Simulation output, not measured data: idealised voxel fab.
Process module, titled voxel gate over fins
The width of the displayed cross-section, cut, is 155 nm; its cells are square, with a size of 5 nm.
Each cross-section below is a grid of square cells, stated as bands in top-down order, with one or more rows of cells making up each band. Read a band's entry like this: the first values are the height of its top and the height of its bottom in nm, and what follows is the sequence of materials from left to right, each with its width in nm. Note that "blank" is empty space, and that a single material marked "edge to edge" reaches across the band from edge to edge. Measure heights from 0. That's the level where, below it, the as-received wafer is all one material. The lowest band is bottomless and extends downward; write it as in "0 -> down". Width "30 to 40": first value at the band's top row of cells, second value at its bottom row, equal change from row to row. For the purposes of this document, the phrase "everything unchanged" attached to a step denotes that no cell within the cross-section was modified by that step. "Unvented internal voids" specifies each empty space that is not open to the top and that occupies no fewer than 8 cells, using the form width x height at distance, the distance measured from the left edge and all three quantities in nm. Formally, on a step line, whatever follows the settings is a remark that the simulator itself makes on the step. overlay nm: where the mask lay relative to plan, measured to the right, on steps with a mask; negatives go left.

### Intended process steps
step 1: RECEIVE, material Si
step 2: CONFORMAL_DEP, material SiN, thk nm 5
step 3: PATTERN, tone cover, mask id FINS, material resist, width nm 15, pitch nm 35, thk nm 15, overlay nm 0
step 4: DIRECTIONAL_ETCH, etch materials SiN, depth nm 5
step 5: DIRECTIONAL_ETCH, etch materials Si, depth nm 30
step 6: STRIP, etch materials resist
step 7: OXIDIZE, depth nm 5
step 8: FILL_DEP, material SiO2, thk nm 15
step 9: CMP, height nm 5
step 10: SELECTIVE_ETCH, etch materials SiO2, depth nm 15
step 11: STRIP, etch materials SiN
step 12: CONFORMAL_DEP, material HfO2, thk nm 5
step 13: CONFORMAL_DEP, material TiN, thk nm 5
step 14: FILL_DEP, material W, thk nm 10
step 15: CMP, height nm 15
step 16: CONFORMAL_DEP, material SiCN, thk nm 10

### So, the first of our two wafers, run just as we planned it

### Wafer cross-section on receipt, i.e. after step 1
    0 -> down = Si edge to edge
    Unvented internal voids: none

### State of the wafer after step 2, shown in cross-section
    5 -> 0 = SiN edge to edge
    below 0: unchanged

### State of the wafer after step 3, shown in cross-section
    20 -> 5 = 50 blank, then 15 resist, then 20 blank, then 15 resist, then 55 blank
    below 5: unchanged

### State of the wafer after step 4, shown in cross-section
    20 -> 5 = 50 blank, then 15 resist, then 20 blank, then 15 resist, then 55 blank
    5 -> 0 = 50 blank, then 15 SiN, then 20 blank, then 15 SiN, then 55 blank
    below 0: unchanged

### State of the wafer after step 5, shown in cross-section
    20 -> 5 = 50 blank, then 15 resist, then 20 blank, then 15 resist, then 55 blank
    5 -> 0 = 50 blank, then 15 SiN, then 20 blank, then 15 SiN, then 55 blank
    0 -> -30 = 50 blank, then 15 Si, then 20 blank, then 15 Si, then 55 blank
    below -30: unchanged

### State of the wafer after step 6, shown in cross-section
    5 -> 0 = 50 blank, then 15 SiN, then 20 blank, then 15 SiN, then 55 blank
    below 0: unchanged

### State of the wafer after step 7, shown in cross-section
    5 -> 0 = 50 blank, then 15 SiN, then 20 blank, then 15 SiN, then 55 blank
    0 -> -30 = 50 blank, then 5 SiO2, then 5 Si, then 5 SiO2, then 20 blank, then 5 SiO2, then 5 Si, then 5 SiO2, then 55 blank
    -30 -> -35 = 55 SiO2, then 5 Si, then 30 SiO2, then 5 Si, then 60 SiO2
    below -35: unchanged

### State of the wafer after step 8, shown in cross-section
    20 -> 5 = SiO2 edge to edge
    5 -> 0 = 50 SiO2, then 15 SiN, then 20 SiO2, then 15 SiN, then 55 SiO2
    0 -> -35 = 55 SiO2, then 5 Si, then 30 SiO2, then 5 Si, then 60 SiO2
    below -35: unchanged

### State of the wafer after step 9, shown in cross-section
    5 -> 0 = 50 SiO2, then 15 SiN, then 20 SiO2, then 15 SiN, then 55 SiO2
    below 0: unchanged

### State of the wafer after step 10, shown in cross-section
    5 -> 0 = 50 blank, then 15 SiN, then 20 blank, then 15 SiN, then 55 blank
    0 -> -10 = 55 blank, then 5 Si, then 30 blank, then 5 Si, then 60 blank
    below -10: unchanged

### State of the wafer after step 11, shown in cross-section
    0 -> -10 = 55 blank, then 5 Si, then 30 blank, then 5 Si, then 60 blank
    below -10: unchanged

### State of the wafer after step 12, shown in cross-section
    5 -> 0 = 50 blank, then 15 HfO2, then 20 blank, then 15 HfO2, then 55 blank
    0 -> -5 = 50 blank, then 5 HfO2, then 5 Si, then 5 HfO2, then 20 blank, then 5 HfO2, then 5 Si, then 5 HfO2, then 55 blank
    -5 -> -10 = 55 HfO2, then 5 Si, then 30 HfO2, then 5 Si, then 60 HfO2
    below -10: unchanged

### State of the wafer after step 13, shown in cross-section
    10 -> 5 = 45 blank, then 25 TiN, then 10 blank, then 25 TiN, then 50 blank
    5 -> 0 = 45 blank, then 5 TiN, then 15 HfO2, then 5 TiN, then 10 blank, then 5 TiN, then 15 HfO2, then 5 TiN, then 50 blank
    0 -> -5 = 50 TiN, then 5 HfO2, then 5 Si, then 5 HfO2, then 20 TiN, then 5 HfO2, then 5 Si, then 5 HfO2, then 55 TiN
    below -5: unchanged

### State of the wafer after step 14, shown in cross-section
    20 -> 10 = W edge to edge
    10 -> 5 = 45 W, then 25 TiN, then 10 W, then 25 TiN, then 50 W
    5 -> 0 = 45 W, then 5 TiN, then 15 HfO2, then 5 TiN, then 10 W, then 5 TiN, then 15 HfO2, then 5 TiN, then 50 W
    below 0: unchanged

### State of the wafer after step 15, shown in cross-section
    15 -> 10 = W edge to edge
    below 10: unchanged

### State of the wafer after step 16, shown in cross-section
    25 -> 15 = SiCN edge to edge
    below 15: unchanged

### Second Wafer (Identical Start and Plan, One Processing Error; Matches First Wafer Through Step 9)

### Second wafer profile in section, at the moment step 10 of the plan was meant to be complete
    5 -> 0 = 50 SiO2, then 15 blank, then 20 SiO2, then 15 blank, then 55 SiO2
    below 0: unchanged

### Second wafer profile in section, at the moment step 11 of the plan was meant to be complete
    0 -> -10 = 55 blank, then 5 Si, then 30 blank, then 5 Si, then 60 blank
    -10 -> -15 = 35 SiO2, then 20 blank, then 5 Si, then 30 blank, then 5 Si, then 20 blank, then 40 SiO2
    below -15: unchanged

### Second wafer profile in section, at the moment step 12 of the plan was meant to be complete
    5 -> 0 = 50 blank, then 15 HfO2, then 20 blank, then 15 HfO2, then 55 blank
    0 -> -5 = 50 blank, then 5 HfO2, then 5 Si, then 5 HfO2, then 20 blank, then 5 HfO2, then 5 Si, then 5 HfO2, then 55 blank
    -5 -> -10 = 40 HfO2, then 10 blank, then 5 HfO2, then 5 Si, then 5 HfO2, then 20 blank, then 5 HfO2, then 5 Si, then 5 HfO2, then 10 blank, then 45 HfO2
    -10 -> -15 = 35 SiO2, then 20 HfO2, then 5 Si, then 30 HfO2, then 5 Si, then 20 HfO2, then 40 SiO2
    below -15: unchanged

### Second wafer profile in section, at the moment step 13 of the plan was meant to be complete
    10 -> 5 = 45 blank, then 25 TiN, then 10 blank, then 25 TiN, then 50 blank
    5 -> 0 = 45 blank, then 5 TiN, then 15 HfO2, then 5 TiN, then 10 blank, then 5 TiN, then 15 HfO2, then 5 TiN, then 50 blank
    0 -> -5 = 50 TiN, then 5 HfO2, then 5 Si, then 5 HfO2, then 5 TiN, then 10 blank, then 5 TiN, then 5 HfO2, then 5 Si, then 5 HfO2, then 55 TiN
    -5 -> -10 = 40 HfO2, then 10 TiN, then 5 HfO2, then 5 Si, then 5 HfO2, then 20 TiN, then 5 HfO2, then 5 Si, then 5 HfO2, then 10 TiN, then 45 HfO2
    below -10: unchanged

### Second wafer profile in section, at the moment step 14 of the plan was meant to be complete
    20 -> 10 = W edge to edge
    10 -> 5 = 45 W, then 25 TiN, then 10 W, then 25 TiN, then 50 W
    5 -> 0 = 45 W, then 5 TiN, then 15 HfO2, then 5 TiN, then 10 W, then 5 TiN, then 15 HfO2, then 5 TiN, then 50 W
    0 -> -5 = 50 TiN, then 5 HfO2, then 5 Si, then 5 HfO2, then 5 TiN, then 10 W, then 5 TiN, then 5 HfO2, then 5 Si, then 5 HfO2, then 55 TiN
    below -5: unchanged

### Second wafer profile in section, at the moment step 15 of the plan was meant to be complete
    15 -> 10 = W edge to edge
    below 10: unchanged

### Second wafer profile in section, at the moment step 16 of the plan was meant to be complete
    25 -> 15 = SiCN edge to edge
    below 15: unchanged
In executing the process, a mistake was made relative to the plan: steps 10 and 11 got flipped, so each one ran where the other should have
Final cells, second wafer relative to first, materials higher or lower: 6 more of HfO2; 14 fewer of SiO2; 6 more of TiN; 2 more of W
